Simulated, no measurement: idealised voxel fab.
This is a process module. Its name is voxel fin reveal.
Section shown: cut. Width: 275 nm. Cell size: 5 nm, square.
In what follows, cross-sections appear as grids of square cells, described through bands that run from the top down, where every band is one or more rows of cells. For a band, the entry starts with two heights in nm, that of the top and then that of the bottom, and carries on with the band's materials in order from left to right, each alongside its width in nm; the word "everywhere" beside a single material means it fills the band edge to edge, and "empty" means empty space. Height 0 is the level under which the wafer as received is all one material. The lowest band goes on downwards, as in "z 0 and below". Think of "30 to 40" as a width that walks from the first number to the second as you go down the band, top row to bottom row, taking equal-sized steps from row to row. Where a step carries "no alterations made", the cross-section came out of it unchanged, cell for cell. You'll see "Sealed-off cavities" listing empty spaces that have no way open to the top, as long as they're 8 cells or more; the notation is width x height at distance, where the distance is from the left edge, and all of it is in nm. Step line, after settings: the simulator's comment on this step. When a step includes a mask, the "overlay nm" setting on its line states how far to the right of its planned place that mask lay, and negative values state how far to the left.
# The planned process steps are enumerated hereunder
1. RECEIVE | material Si
2. CONFORMAL_DEP | material SiN | thk nm 5
3. PATTERN | tone cover | mask id FINS | material resist | width nm 15 | pitch nm 35 | thk nm 20 | overlay nm 0
4. DIRECTIONAL_ETCH | etch materials SiN | depth nm 5
5. DIRECTIONAL_ETCH | etch materials Si | depth nm 30
6. STRIP | etch materials resist
7. FILL_DEP | material SiO2 | thk nm 5
8. CMP | height nm 5
9. SELECTIVE_ETCH | etch materials SiO2 | depth nm 15
10. STRIP | etch materials SiN
# Cross-section of the wafer upon arrival, representing the state reached after step 1
z 0 and below = Si everywhere
Sealed-off cavities: none
# Cross-section, first of two wafers, end of module, run as planned
z 0 to -10 = empty 95 nm, Si 15 nm, empty 20 nm, Si 15 nm, empty 20 nm, Si 15 nm, empty 95 nm
z -10 to -30 = SiO2 95 nm, Si 15 nm, SiO2 20 nm, Si 15 nm, SiO2 20 nm, Si 15 nm, SiO2 95 nm
z -30 and below = Si everywhere
Sealed-off cavities: none
# End-of-module cross-section of the second wafer: identical starting point and process plan to the first, with one processing mistake
z 0 to -10 = empty 95 nm, Si 20 nm, empty 15 nm, Si 20 nm, empty 15 nm, Si 20 nm, empty 90 nm
z -10 to -30 = SiO2 95 nm, Si 20 nm, SiO2 15 nm, Si 20 nm, SiO2 15 nm, Si 20 nm, SiO2 90 nm
z -30 and below = Si everywhere
Sealed-off cavities: none
Want to know what went wrong? so step 3 ended up running with a different setting than we planned, it ran as PATTERN | tone cover | mask id FINS | material resist | width nm 20 | pitch nm 35 | thk nm 20 | overlay nm 0
Bottom line after processing is that, in cells, the second wafer is up or down on some materials versus the first: Si +18; SiO2 -12
